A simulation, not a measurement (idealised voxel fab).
The process module presented herein is designated voxel air gaps.
FYI the section here is cut, 210 nm wide, cells are 5 nm squares.
Reading order for cross-sections: top band down to bottom band. Underlying form: a grid of square cells. Band size: one or more rows of cells. Basically the band line says how high the top is and how high the bottom is, in nm, and then what's in it from left to right, every material with its width in nm. Empty space shows up as "empty", and if a single material carries "edge to edge" it runs the full band edge to edge. Ref level 0: as-received wafer is one material below here. Bottom band extends down with no lower bound ("0 down"). You'd read "30..40" like this: the band's top row of cells is as wide as the first number, its bottom row is as wide as the second, and going down, every row changes width by the same amount as the row before did. Basically "no modification" means that step didn't change any cell in the cross-section. This entry, "Sealed void list", enumerates those empty regions of no fewer than 8 cells that possess no open connection to the top. Each region is reported in the form width x height at distance, the distance being taken from the left edge, with all three quantities expressed in nm. The remark found on a step's line after its settings is issued by the simulator itself and pertains to that step. overlay nm: for a step with a mask, the amount by which the mask lay right of where it was planned; a negative amount means left of it.
[Planned process steps]
step 1: RECEIVE (material Si)
step 2: CONFORMAL_DEP (material SiO2; thk nm 10)
step 3: CONFORMAL_DEP (material SiCN; thk nm 5)
step 4: DIRECTIONAL_DEP (material lowk; thk nm 35)
step 5: MASKED_ETCH (tone open; mask id LINES; width nm 20; pitch nm 50; etch materials lowk; depth nm 35; overlay nm 0)
step 6: CONFORMAL_DEP (material TiN; thk nm 5)
step 7: FILL_DEP (material W; thk nm 5)
step 8: CMP (height nm 50)
step 9: EPI (material Ru; thk nm 10)
step 10: SELECTIVE_ETCH (etch materials lowk; depth nm 45)
step 11: CONFORMAL_DEP (material SiCN; thk nm 5)
[Wafer as received: cross-section following step 1]
* 0 down | Si edge to edge
* Sealed void list: none
[First of two wafers at the end of the module, shown in cross-section; run carried out as planned]
* 65 to 60 | empty 5 | SiCN 200 | empty 5
* 60 to 50 | empty 5 | SiCN 5 | Ru 40 | SiCN 10 | Ru 40 | SiCN 10 | Ru 40 | SiCN 10 | Ru 40 | SiCN 5 | empty 5
* 50 to 45 | empty 5 | SiCN 15 | TiN 5 | W 10 | TiN 5 | SiCN 30 | TiN 5 | W 10 | TiN 5 | SiCN 30 | TiN 5 | W 10 | TiN 5 | SiCN 30 | TiN 5 | W 10 | TiN 5 | SiCN 15 | empty 5
* 45 to 20 | empty 15 | SiCN 5 | TiN 5 | W 10 | TiN 5 | SiCN 5 | empty 20 | SiCN 5 | TiN 5 | W 10 | TiN 5 | SiCN 5 | empty 20 | SiCN 5 | TiN 5 | W 10 | TiN 5 | SiCN 5 | empty 20 | SiCN 5 | TiN 5 | W 10 | TiN 5 | SiCN 5 | empty 15
* 20 to 15 | SiCN 20 | TiN 20 | SiCN 30 | TiN 20 | SiCN 30 | TiN 20 | SiCN 30 | TiN 20 | SiCN 20
* 15 to 10 | SiCN edge to edge
* 10 to 0 | SiO2 edge to edge
* 0 down | Si edge to edge
* Sealed void list: 20 x 25 at 45; 20 x 25 at 95; 20 x 25 at 145
[second wafer at the end: like start, like plan, one mistake]
* 65 to 60 | SiCN edge to edge
* 60 to 50 | Ru edge to edge
* 50 to 20 | W 15 | TiN 5 | lowk 20 | TiN 5 | W 20 | TiN 5 | lowk 20 | TiN 5 | W 20 | TiN 5 | lowk 20 | TiN 5 | W 20 | TiN 5 | lowk 20 | TiN 5 | W 15
* 20 to 15 | TiN 20 | lowk 20 | TiN 30 | lowk 20 | TiN 30 | lowk 20 | TiN 30 | lowk 20 | TiN 20
* 15 to 10 | SiCN edge to edge
* 10 to 0 | SiO2 edge to edge
* 0 down | Si edge to edge
* Sealed void list: none
What broke from the plan during processing? so step 5 ended up running with a different setting than we planned, it ran as MASKED_ETCH (tone cover; mask id LINES; width nm 20; pitch nm 50; etch materials lowk; depth nm 35; overlay nm 0)
Final difference in cells, second wafer against first, listed per material as more or fewer: Ru: 20 more, SiCN: 104 fewer, TiN: 10 more, W: 60 more, lowk: 112 more
Final observation: first wafer, 3 closed voids; second wafer, 0 closed voids.
